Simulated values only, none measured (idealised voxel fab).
Herein follows the process module entitled voxel wiring stack.
The figure presents cross-section cut, which has a width of 230 nm and is divided into square cells with an edge length of 5 nm.
Notation: cross-section as square-cell grid; stated in bands, top first, going down; one or more cell rows per band.
Read a band's entry like this: the first values are the height of its top and the height of its bottom in nm, and what follows is the sequence of materials from left to right, each with its width in nm. Note that "air" is empty space, and that a single material marked "everywhere" reaches across the band from edge to edge.
Ref level 0: as-received wafer is one material below here. Bottom band extends down with no lower bound ("0 -> down").
With a width like "30->40", each row of cells in the band differs from the next by the same amount, the top row carrying the first number and the bottom row the second.
Take "same as before" at face value: in the step it is given for, the cross-section changed in none of its cells.
For the entry "Enclosed void entries", the listed items are empty spaces with no open way to the top whose size is 8 cells or more; each item follows the pattern width x height at distance, where distance is from the left edge and all three are in nm.
Past the settings on a step's line: simulator remark, on that step.
Regarding "overlay nm": on a step with a mask, it is the distance the mask lay to the right of its planned place; a negative value places it to the left.

-- Steps planned for the process
1: RECEIVE: material Si
2: CONFORMAL_DEP: material SiO2, thk nm 15
3: DIRECTIONAL_DEP: material TiN, thk nm 5
4: DIRECTIONAL_DEP: material W, thk nm 25
5: DIRECTIONAL_DEP: material aC, thk nm 15
6: PATTERN: tone cover, mask id METAL_1, material resist, width nm 25, pitch nm 40, thk nm 30, overlay nm 0
7: DIRECTIONAL_ETCH: etch materials aC, depth nm 15
8: STRIP: etch materials resist
9: DIRECTIONAL_ETCH: etch materials W, depth nm 25
10: DIRECTIONAL_ETCH: etch materials TiN, depth nm 5
11: STRIP: etch materials aC
12: FILL_DEP: material lowk, thk nm 5
13: CMP: height nm 45
14: CONFORMAL_DEP: material SiCN, thk nm 5
15: DIRECTIONAL_DEP: material SiO2, thk nm 15
16: DIRECTIONAL_DEP: material aC, thk nm 10
17: PATTERN: tone open, mask id PLUG_1, material resist, width nm 15, pitch nm 80, thk nm 25, overlay nm 0
18: DIRECTIONAL_ETCH: etch materials aC, depth nm 10
19: STRIP: etch materials resist
20: DIRECTIONAL_ETCH: etch materials SiO2, depth nm 15
21: DIRECTIONAL_ETCH: etch materials SiCN, depth nm 5
22: STRIP: etch materials aC
23: EPI: material Ru, thk nm 10
24: EPI: material Ru, thk nm 10
25: DIRECTIONAL_DEP: material TiN, thk nm 5
26: DIRECTIONAL_DEP: material W, thk nm 15
27: MASKED_ETCH: tone cover, mask id METAL_2, width nm 25, pitch nm 40, etch materials W, depth nm 15, overlay nm 0
28: MASKED_ETCH: tone cover, mask id METAL_2, width nm 25, pitch nm 40, etch materials TiN, depth nm 5, overlay nm 0
29: CONFORMAL_DEP: material SiN, thk nm 5
30: FILL_DEP: material SiO2, thk nm 5
31: CMP: height nm 85
32: CONFORMAL_DEP: material SiCN, thk nm 5
33: DIRECTIONAL_DEP: material lowk, thk nm 25
34: DIRECTIONAL_DEP: material aC, thk nm 15
35: PATTERN: tone open, mask id METAL_3_HOLES, material resist, width nm 15, pitch nm 40, thk nm 35, overlay nm 0
36: DIRECTIONAL_ETCH: etch materials aC, depth nm 15
37: STRIP: etch materials resist
38: DIRECTIONAL_ETCH: etch materials lowk, depth nm 25
39: STRIP: etch materials aC
40: DIRECTIONAL_DEP: material aC, thk nm 10
41: PATTERN: tone open, mask id METAL_3, material resist, width nm 25, pitch nm 40, thk nm 25, overlay nm 0
42: DIRECTIONAL_ETCH: etch materials aC, depth nm 10
43: STRIP: etch materials resist
44: DIRECTIONAL_ETCH: etch materials lowk, depth nm 15
45: DIRECTIONAL_ETCH: etch materials SiCN, depth nm 5
46: STRIP: etch materials aC
47: CONFORMAL_DEP: material TiN, thk nm 5
48: FILL_DEP: material Ru, thk nm 5
49: CMP: height nm 115
50: CONFORMAL_DEP: material SiCN, thk nm 5
51: DIRECTIONAL_DEP: material lowk, thk nm 15
52: PATTERN: tone open, mask id PLUG_3, material resist, width nm 15, pitch nm 80, thk nm 15, overlay nm 0
53: DIRECTIONAL_ETCH: etch materials lowk, depth nm 15
54: DIRECTIONAL_ETCH: etch materials SiCN, depth nm 5
55: STRIP: etch materials resist
56: CONFORMAL_DEP: material TiN, thk nm 5
57: FILL_DEP: material W, thk nm 5
58: CMP: height nm 135
59: DIRECTIONAL_DEP: material TiN, thk nm 5
60: DIRECTIONAL_DEP: material W, thk nm 15
61: PATTERN: tone cover, mask id METAL_4, material resist, width nm 25, pitch nm 40, thk nm 15, overlay nm 0
62: DIRECTIONAL_ETCH: etch materials W, depth nm 15
63: DIRECTIONAL_ETCH: etch materials TiN, depth nm 5
64: STRIP: etch materials resist
65: FILL_DEP: material lowk, thk nm 10
66: CMP: height nm 155
67: CONFORMAL_DEP: material SiCN, thk nm 5

-- As-received state of the wafer in cross-section, equivalent to post-step 1
- 0 -> down  Si everywhere
- Enclosed void entries: none

-- Cross-section taken at module completion on the first of two wafers; processed per the plan
- 160 -> 155  SiCN everywhere
- 155 -> 140  lowk: 40 | W: 25 | lowk: 15 | W: 25 | lowk: 15 | W: 25 | lowk: 15 | W: 25 | lowk: 45
- 140 -> 135  lowk: 40 | TiN: 25 | lowk: 15 | TiN: 25 | lowk: 15 | TiN: 25 | lowk: 15 | TiN: 25 | lowk: 45
- 135 -> 120  lowk: 40 | TiN: 5 | W: 5 | TiN: 5 | lowk: 65 | TiN: 5 | W: 5 | TiN: 5 | lowk: 95
- 120 -> 115  SiCN: 40 | TiN: 15 | SiCN: 65 | TiN: 15 | SiCN: 95
- 115 -> 105  lowk: 40 | TiN: 5 | Ru: 15 | TiN: 5 | lowk: 15 | TiN: 5 | Ru: 15 | TiN: 5 | lowk: 15 | TiN: 5 | Ru: 15 | TiN: 5 | lowk: 15 | TiN: 5 | Ru: 15 | TiN: 5 | lowk: 45
- 105 -> 100  lowk: 40 | TiN: 5 | Ru: 5 | TiN: 15 | lowk: 15 | TiN: 5 | Ru: 5 | TiN: 15 | lowk: 15 | TiN: 5 | Ru: 5 | TiN: 15 | lowk: 15 | TiN: 5 | Ru: 5 | TiN: 15 | lowk: 45
- 100 -> 90  lowk: 40 | TiN: 5 | Ru: 5 | TiN: 5 | lowk: 25 | TiN: 5 | Ru: 5 | TiN: 5 | lowk: 25 | TiN: 5 | Ru: 5 | TiN: 5 | lowk: 25 | TiN: 5 | Ru: 5 | TiN: 5 | lowk: 55
- 90 -> 85  SiCN: 40 | TiN: 15 | SiCN: 25 | TiN: 15 | SiCN: 25 | TiN: 15 | SiCN: 25 | TiN: 15 | SiCN: 55
- 85 -> 70  SiO2: 35 | SiN: 5 | W: 25 | SiN: 5 | SiO2: 5 | SiN: 5 | W: 25 | SiN: 5 | SiO2: 5 | SiN: 5 | W: 25 | SiN: 5 | SiO2: 5 | SiN: 5 | W: 25 | SiN: 5 | SiO2: 40
- 70 -> 65  SiN: 40 | TiN: 25 | SiN: 15 | TiN: 25 | SiN: 15 | TiN: 25 | SiN: 15 | TiN: 25 | SiN: 45
- 65 -> 50  SiO2: 40 | Ru: 15 | SiO2: 65 | Ru: 15 | SiO2: 95
- 50 -> 45  SiCN: 40 | Ru: 15 | SiCN: 65 | Ru: 15 | SiCN: 95
- 45 -> 20  lowk: 40 | W: 25 | lowk: 15 | W: 25 | lowk: 15 | W: 25 | lowk: 15 | W: 25 | lowk: 45
- 20 -> 15  lowk: 40 | TiN: 25 | lowk: 15 | TiN: 25 | lowk: 15 | TiN: 25 | lowk: 15 | TiN: 25 | lowk: 45
- 15 -> 0  SiO2 everywhere
- 0 -> down  Si everywhere
- Enclosed void entries: none

-- This cross-section belongs to the second wafer of two at the end of the module; the start and the plan were shared with the first, and the run included one mistake
- 160 -> 155  SiCN everywhere
- 155 -> 140  lowk: 40 | W: 25 | lowk: 15 | W: 25 | lowk: 15 | W: 25 | lowk: 15 | W: 25 | lowk: 45
- 140 -> 135  lowk: 40 | TiN: 25 | lowk: 15 | TiN: 25 | lowk: 15 | TiN: 25 | lowk: 15 | TiN: 25 | lowk: 45
- 135 -> 120  lowk: 40 | TiN: 5 | W: 5 | TiN: 5 | lowk: 65 | TiN: 5 | W: 5 | TiN: 5 | lowk: 95
- 120 -> 115  SiCN: 40 | TiN: 15 | SiCN: 65 | TiN: 15 | SiCN: 95
- 115 -> 105  lowk: 40 | TiN: 5 | Ru: 15 | TiN: 5 | lowk: 15 | TiN: 5 | Ru: 15 | TiN: 5 | lowk: 15 | TiN: 5 | Ru: 15 | TiN: 5 | lowk: 15 | TiN: 5 | Ru: 15 | TiN: 5 | lowk: 45
- 105 -> 100  lowk: 40 | TiN: 5 | Ru: 5 | TiN: 15 | lowk: 15 | TiN: 5 | Ru: 5 | TiN: 15 | lowk: 15 | TiN: 5 | Ru: 5 | TiN: 15 | lowk: 15 | TiN: 5 | Ru: 5 | TiN: 15 | lowk: 45
- 100 -> 90  lowk: 40 | TiN: 5 | Ru: 5 | TiN: 5 | lowk: 25 | TiN: 5 | Ru: 5 | TiN: 5 | lowk: 25 | TiN: 5 | Ru: 5 | TiN: 5 | lowk: 25 | TiN: 5 | Ru: 5 | TiN: 5 | lowk: 55
- 90 -> 85  SiCN: 40 | TiN: 15 | SiCN: 25 | TiN: 15 | SiCN: 25 | TiN: 15 | SiCN: 25 | TiN: 15 | SiCN: 55
- 85 -> 75  SiO2: 50->35 | SiN: 5->20 | W: 10 | SiN: 5 | SiO2: 5 | SiN: 5 | W: 25 | SiN: 5 | SiO2: 20->5 | SiN: 5->20 | W: 10 | SiN: 5 | SiO2: 5 | SiN: 5 | W: 25 | SiN: 5 | SiO2: 40
- 75 -> 70  SiO2: 35 | SiN: 5 | W: 25 | SiN: 5 | SiO2: 5 | SiN: 5 | W: 25 | SiN: 5 | SiO2: 5 | SiN: 5 | W: 25 | SiN: 5 | SiO2: 5 | SiN: 5 | W: 25 | SiN: 5 | SiO2: 40
- 70 -> 65  SiN: 40 | W: 15 | TiN: 10 | SiN: 15 | TiN: 25 | SiN: 15 | W: 15 | TiN: 10 | SiN: 15 | TiN: 25 | SiN: 45
- 65 -> 60  SiO2: 40 | W: 15 | SiO2: 65 | W: 15 | SiO2: 95
- 60 -> 55  SiO2: 40 | TiN: 15 | SiO2: 65 | TiN: 15 | SiO2: 95
- 55 -> 50  SiO2: 40 | Ru: 15 | SiO2: 65 | Ru: 15 | SiO2: 95
- 50 -> 45  SiCN: 40 | Ru: 15 | SiCN: 65 | Ru: 15 | SiCN: 95
- 45 -> 20  lowk: 40 | W: 25 | lowk: 15 | W: 25 | lowk: 15 | W: 25 | lowk: 15 | W: 25 | lowk: 45
- 20 -> 15  lowk: 40 | TiN: 25 | lowk: 15 | TiN: 25 | lowk: 15 | TiN: 25 | lowk: 15 | TiN: 25 | lowk: 45
- 15 -> 0  SiO2 everywhere
- 0 -> down  Si everywhere
- Enclosed void entries: none
what went wrong: one of the steps 23 and 24, which are alike, was left out
It is noted that, at the conclusion of processing, the second wafer exhibits a higher or lower cell count for certain materials relative to the first: 12 fewer of Ru, 6 more of SiN, 6 more of SiO2
